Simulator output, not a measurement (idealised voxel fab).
Herein follows the process module entitled voxel self aligned vias.
Section shown: cut. Width: 170 nm. Cell size: 5 nm, square.
Cross-section, as written here: a square-cell grid given band by band from the top down, where a band holds one or more rows of cells.
Within each band entry, the heights of the top and of the bottom of the band appear first, in that order and in nm; the materials of the band then follow from left to right, each with its corresponding width in nm. The designation "everywhere" on a single material indicates that it fills the band from edge to edge; the designation "blank" indicates empty space.
The reference from which all heights are counted is 0, the level beneath which the as-received wafer is entirely one material; the lowest band, having no lower bound, proceeds downward and is written after the example "top 0, no bottom".
Width "30 to 40": first value at the band's top row of cells, second value at its bottom row, equal change from row to row.
"identical to before" after a step means that no cell of the cross-section changed.
"Closed-off voids" lists enclosed empty spaces (at least 8 cells, no open path upward to the top), each as width x height at distance from the left edge, in nm.
Whatever follows a step's settings on its line is a remark the simulator itself makes about that step.
overlay nm: for a step with a mask, the amount by which the mask lay right of where it was planned; a negative amount means left of it.

-- The following list gives the planned process steps
1 op RECEIVE | material Si
2 op CONFORMAL_DEP | material SiO2 | thk nm 10
3 op CONFORMAL_DEP | material SiCN | thk nm 5
4 op DIRECTIONAL_DEP | material lowk | thk nm 20
5 op MASKED_ETCH | tone open | mask id LINES | width nm 30 | pitch nm 80 | etch materials lowk | depth nm 20 | overlay nm 0
6 op CONFORMAL_DEP | material TiN | thk nm 5
7 op FILL_DEP | material Ru | thk nm 10
8 op CMP | height nm 35
9 op SELECTIVE_ETCH | etch materials W Ru TiN | depth nm 5
10 op FILL_DEP | material SiN | thk nm 5
11 op CMP | height nm 35
12 op DIRECTIONAL_DEP | material lowk | thk nm 20
13 op DIRECTIONAL_DEP | material aC | thk nm 10
14 op PATTERN | tone open | mask id VIAS | material resist | width nm 50 | thk nm 30 | overlay nm 0
15 op DIRECTIONAL_ETCH | etch materials aC | depth nm 10
16 op STRIP | etch materials resist
17 op DIRECTIONAL_ETCH | etch materials lowk | depth nm 20
18 op DIRECTIONAL_ETCH | etch materials SiN | depth nm 5
19 op STRIP | etch materials aC
20 op CONFORMAL_DEP | material TiN | thk nm 5
21 op FILL_DEP | material Ru | thk nm 10
22 op CMP | height nm 55
23 op CONFORMAL_DEP | material SiCN | thk nm 5

-- Wafer cross-section on receipt, i.e. after step 1
* top 0, no bottom | Si everywhere
* Closed-off voids: none

-- First wafer of two, sectioned at end of module; run went per plan
* top 60, bottom 55 | SiCN everywhere
* top 55, bottom 40 | lowk: 20; TiN: 5; Ru: 40; TiN: 5; lowk: 100
* top 40, bottom 35 | lowk: 20; TiN: 15; Ru: 20; TiN: 15; lowk: 100
* top 35, bottom 30 | lowk: 30; TiN: 30; lowk: 50; SiN: 30; lowk: 30
* top 30, bottom 20 | lowk: 30; TiN: 5; Ru: 20; TiN: 5; lowk: 50; TiN: 5; Ru: 20; TiN: 5; lowk: 30
* top 20, bottom 15 | lowk: 30; TiN: 30; lowk: 50; TiN: 30; lowk: 30
* top 15, bottom 10 | SiCN everywhere
* top 10, bottom 0 | SiO2 everywhere
* top 0, no bottom | Si everywhere
* Closed-off voids: none

-- End of module, second wafer, cross-section. Started like the first, planned like the first, run with one mistake
* top 60, bottom 55 | SiCN everywhere
* top 55, bottom 35 | lowk: 20; TiN: 5; Ru: 40; TiN: 5; lowk: 100
* top 35, bottom 30 | SiN: 20; TiN: 50; SiN: 100
* top 30, bottom 15 | lowk: 30; TiN: 5; Ru: 20; TiN: 5; lowk: 50; TiN: 5; Ru: 20; TiN: 5; lowk: 30
* top 15, bottom 10 | lowk: 30; TiN: 30; lowk: 50; TiN: 30; lowk: 30
* top 10, bottom 0 | SiO2 everywhere
* top 0, no bottom | Si everywhere
* Closed-off voids: none
What was done differently from what was planned? with respect to the plan, step 3 was omitted and not executed
Final cells, second wafer relative to first, materials higher or lower: 12 more of Ru | 34 fewer of SiCN | 18 more of SiN | 4 more of TiN
